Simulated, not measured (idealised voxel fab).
process module | voxel trench capacitor
cross-section cut | 165 nm wide | cells 5 nm
A cross-section is a grid of square cells, given in bands from the top down. A band is one or more rows of cells.
Each band's line starts with the height of the band's top and of its bottom, in nm. Then come its materials from left to right, each with its width in nm. One material with "throughout" fills the band from edge to edge. "air" is empty space.
Height 0 is the level under which the wafer as received is all one material. The lowest band goes on downwards, as in "0 down".
A width such as "30 to 40" changes by the same amount from each row of cells to the next, from the band's top row to its bottom row.
"no change" after a step means that no cell of the cross-section changed.
closed voids: empty space of 8 cells or more with no open way to the top, each as width x height at its distance from the left edge, in nm
after a step's settings: what the simulator itself notes on the step
overlay nm, on a step with a mask: how far to the right of its planned place the mask lay; to the left if negative
plan
1 op RECEIVE | material Si
2 op CONFORMAL_DEP | material SiN | thk nm 10
3 op DIRECTIONAL_DEP | material aC | thk nm 10
4 op PATTERN | tone open | mask id TRENCH | material resist | width nm 25 | pitch nm 50 | thk nm 30 | overlay nm 0
5 op DIRECTIONAL_ETCH | etch materials aC | depth nm 10
6 op STRIP | etch materials resist
7 op DIRECTIONAL_ETCH | etch materials SiN | depth nm 10
8 op DIRECTIONAL_ETCH | etch materials Si | depth nm 30
9 op STRIP | etch materials aC
10 op CONFORMAL_DEP | material HfO2 | thk nm 5
11 op CONFORMAL_DEP | material TiN | thk nm 5
12 op FILL_DEP | material W | thk nm 5
13 op CMP | height nm 10
as received, after step 1
  0 down: Si throughout
  closed voids: none
first wafer at the end, as planned
  10 to 0: SiN 45 | HfO2 5 | TiN 5 | W 5 | TiN 5 | HfO2 5 | SiN 25 | HfO2 5 | TiN 5 | W 5 | TiN 5 | HfO2 5 | SiN 45
  0 to -20: Si 45 | HfO2 5 | TiN 5 | W 5 | TiN 5 | HfO2 5 | Si 25 | HfO2 5 | TiN 5 | W 5 | TiN 5 | HfO2 5 | Si 45
  -20 to -25: Si 45 | HfO2 5 | TiN 15 | HfO2 5 | Si 25 | HfO2 5 | TiN 15 | HfO2 5 | Si 45
  -25 to -30: Si 45 | HfO2 25 | Si 25 | HfO2 25 | Si 45
  -30 down: Si throughout
  closed voids: none
second wafer at the end: like start, like plan, one mistake
  10 to 0: SiN 50 | TiN 5 | W 5 | TiN 5 | SiN 35 | TiN 5 | W 5 | TiN 5 | SiN 50
  0 to -20: Si 45 | SiN 5 | TiN 5 | W 5 | TiN 5 | SiN 5 | Si 25 | SiN 5 | TiN 5 | W 5 | TiN 5 | SiN 5 | Si 45
  -20 to -25: Si 45 | SiN 5 | TiN 15 | SiN 5 | Si 25 | SiN 5 | TiN 15 | SiN 5 | Si 45
  -25 to -30: Si 45 | SiN 25 | Si 25 | SiN 25 | Si 45
  -30 down: Si throughout
  closed voids: none
what went wrong: step 10 ran as: op CONFORMAL_DEP | material SiN | thk nm 5
at the end the second wafer has, in cells: 38 fewer of HfO2 | 38 more of SiN
